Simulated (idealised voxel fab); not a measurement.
Name of the process module below: voxel tone inversion
It is cross-section cut that appears here, measuring 270 nm in width, its square cells being 5 nm in size.
Square cells in a grid make up a cross-section in this document, and the grid is given as bands, listed from the top down, each one or more rows of cells. A band entry consists of two parts. The first gives the height of the band's top and the height of its bottom, in nm. The rest lists the band's materials from left to right, each with its width in nm. A single material labelled with the word "full width" fills the band from edge to edge, and the word "air" marks empty space. Height datum 0, below which the as-received substrate wafer is one material. Lowest band open at the bottom, running downward: "from 0 down". Width spec "30 to 40" -> top row of cells at first value, bottom row at second value, equal per-row change in between. Reading "no change occurred" for a step: not a cell of the cross-section changed in it. Listed in "Cavities, closed": every empty space of 8 or more cells without an open way to the top. Form: width x height at distance, the distance being from the left edge, all in nm. Anything after a step's settings on that line? It's the simulator's own note about the step. "overlay nm" on a masked step: distance the mask lay right of its planned place, negative for left.

### Steps planned for the process
1,RECEIVE with material Si
2,CONFORMAL_DEP with material SiCN, thk nm 10
3,DIRECTIONAL_DEP with material polySi, thk nm 15
4,PATTERN with tone cover, mask id POSTS, material resist, width nm 15, pitch nm 35, thk nm 25, overlay nm -15
5,DIRECTIONAL_ETCH with etch materials polySi, depth nm 15
6,STRIP with etch materials resist
7,FILL_DEP with material lowk, thk nm 10
8,CMP with height nm 25
9,STRIP with etch materials polySi
10,CONFORMAL_DEP with material TiN, thk nm 5
11,FILL_DEP with material Ru, thk nm 5
12,CMP with height nm 25
13,CONFORMAL_DEP with material SiCN, thk nm 5
The plan shows the overlay nm of step 4 as the first wafer had it; this setting differs between the wafers, which start out alike.

### Incoming state of the first of several wafers in cross-section: after step 1
- from 0 down | Si full width
- Cavities, closed: none

### Below, a row for every wafer. Read it as the end-of-module picture: for each material the wafer shows its cells gained (+) or lost (-) since it was received, and then its closed voids
overlay nm -15, +6 Ru, +162 SiCN, +21 TiN, +135 lowk, Cavities, closed: none
overlay nm -10, +6 Ru, +162 SiCN, +21 TiN, +135 lowk, Cavities, closed: none
overlay nm -5, +6 Ru, +162 SiCN, +21 TiN, +135 lowk, Cavities, closed: none
overlay nm 0, +6 Ru, +162 SiCN, +21 TiN, +135 lowk, Cavities, closed: none
overlay nm 5, +6 Ru, +162 SiCN, +21 TiN, +135 lowk, Cavities, closed: none
overlay nm 10, +6 Ru, +162 SiCN, +21 TiN, +135 lowk, Cavities, closed: none
overlay nm 15, +6 Ru, +162 SiCN, +21 TiN, +135 lowk, Cavities, closed: none
